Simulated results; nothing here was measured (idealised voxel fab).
The process module that follows is named voxel released beams.
Cross-sectional view cut (width: 240 nm; square cell size: 5 nm).
Bands, listed from the top down, are how a cross-section gets written in this document; the cross-section itself is a grid of square cells, and a band is one or more rows of them. Within each band entry, the heights of the top and of the bottom of the band appear first, in that order and in nm; the materials of the band then follow from left to right, each with its corresponding width in nm. The designation "edge to edge" on a single material indicates that it fills the band from edge to edge; the designation "empty" indicates empty space. The reference from which all heights are counted is 0, the level beneath which the as-received wafer is entirely one material; the lowest band, having no lower bound, proceeds downward and is written after the example "from 0 down". Width "30->40": first value at the band's top row of cells, second value at its bottom row, equal change from row to row. "no modification" -> step changed no cross-section cell. "Closed internal cavities" contains a list of empty spaces, each no smaller than 8 cells and without an open way to the top, written in the form width x height at distance with the distance from the left edge and all three in nm. Formally, on a step line, whatever follows the settings is a remark that the simulator itself makes on the step. Among the settings permitted on a step's line is "overlay nm"; applied to a step with a mask, it specifies the extent to which the mask lay to the right of its planned position, whereas a negative figure signifies a position to the left.

### The process steps that were planned are listed below
step 1: RECEIVE,material Si
step 2: CONFORMAL_DEP,material Al2O3,thk nm 5
step 3: DIRECTIONAL_DEP,material SiO2,thk nm 20
step 4: DIRECTIONAL_DEP,material aC,thk nm 15
step 5: PATTERN,tone open,mask id ANCHOR,material resist,width nm 45,thk nm 35,overlay nm 0
step 6: DIRECTIONAL_ETCH,etch materials aC,depth nm 15
step 7: STRIP,etch materials resist
step 8: DIRECTIONAL_ETCH,etch materials SiO2,depth nm 20
step 9: STRIP,etch materials aC
step 10: CONFORMAL_DEP,material polySi,thk nm 15
step 11: MASKED_ETCH,tone cover,mask id BEAM,width nm 100,etch materials polySi,depth nm 15,overlay nm 0
step 12: STRIP,etch materials SiO2

### Incoming wafer, cross-sectional view, post step 1
	from 0 down  Si edge to edge
	Closed internal cavities: none

### Same starting wafer, same plan as above, one mistake in the execution; this is the cross-section at the end of the module
	from 55 to 40  65 empty, 100 polySi, 75 empty
	from 40 to 25  polySi edge to edge
	from 25 to 5  70 SiO2, 45 polySi, 125 SiO2
	from 5 to 0  Al2O3 edge to edge
	from 0 down  Si edge to edge
	Closed internal cavities: none
What was the processing mistake? regarding the plan, step 10 was run twice
